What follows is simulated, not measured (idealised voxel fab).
process module | voxel ribs on slabs
cross-section cut | 185 nm wide | cells 5 nm
A cross-section is a grid of square cells, given in bands from the top down. A band is one or more rows of cells.
Each band's line starts with the height of the band's top and of its bottom, in nm. Then come its materials from left to right, each with its width in nm. One material with "throughout" fills the band from edge to edge. "air" is empty space.
Height 0 is the level under which the wafer as received is all one material. The lowest band goes on downwards, as in "0 down".
A width such as "30 to 40" changes by the same amount from each row of cells to the next, from the band's top row to its bottom row.
"no change" after a step means that no cell of the cross-section changed.
closed voids: empty space of 8 cells or more with no open way to the top, each as width x height at its distance from the left edge, in nm
after a step's settings: what the simulator itself notes on the step
overlay nm, on a step with a mask: how far to the right of its planned place the mask lay; to the left if negative
plan
1 op RECEIVE | material Si
2 op DIRECTIONAL_DEP | material SiO2 | thk nm 30
3 op DIRECTIONAL_DEP | material SiN | thk nm 20
4 op MASKED_ETCH | tone cover | mask id RIB | width nm 25 | etch materials SiN | depth nm 15 | overlay nm 0
5 op MASKED_ETCH | tone cover | mask id SLAB | width nm 75 | etch materials SiN | depth nm 5 | overlay nm 0
6 op FILL_DEP | material SiO2 | thk nm 25
7 op CMP | height nm 70
8 op DIRECTIONAL_DEP | material TiN | thk nm 5
9 op PATTERN | tone cover | mask id HEATER | material resist | width nm 35 | thk nm 20 | overlay nm 0
10 op DIRECTIONAL_ETCH | etch materials TiN | depth nm 5
11 op STRIP | etch materials resist
12 op CONFORMAL_DEP | material SiN | thk nm 5
as received, after step 1
  0 down: Si throughout
  closed voids: none
first wafer at the end, as planned
  80 to 75: air 70 | SiN 45 | air 70
  75 to 70: SiN 75 | TiN 35 | SiN 75
  70 to 50: SiO2 throughout
  50 to 35: SiO2 80 | SiN 25 | SiO2 80
  35 to 30: SiO2 55 | SiN 75 | SiO2 55
  30 to 0: SiO2 throughout
  0 down: Si throughout
  closed voids: none
second wafer at the end: like start, like plan, one mistake
  80 to 75: air 70 | SiN 45 | air 70
  75 to 70: SiN 75 | TiN 35 | SiN 75
  70 to 55: SiO2 throughout
  55 to 40: SiO2 80 | SiN 25 | SiO2 80
  40 to 35: SiO2 55 | SiN 75 | SiO2 55
  35 to 30: SiN throughout
  30 to 0: SiO2 throughout
  0 down: Si throughout
  closed voids: none
what went wrong: step 3 ran as: op DIRECTIONAL_DEP | material SiN | thk nm 25
at the end the second wafer has, in cells: 37 more of SiN | 37 fewer of SiO2
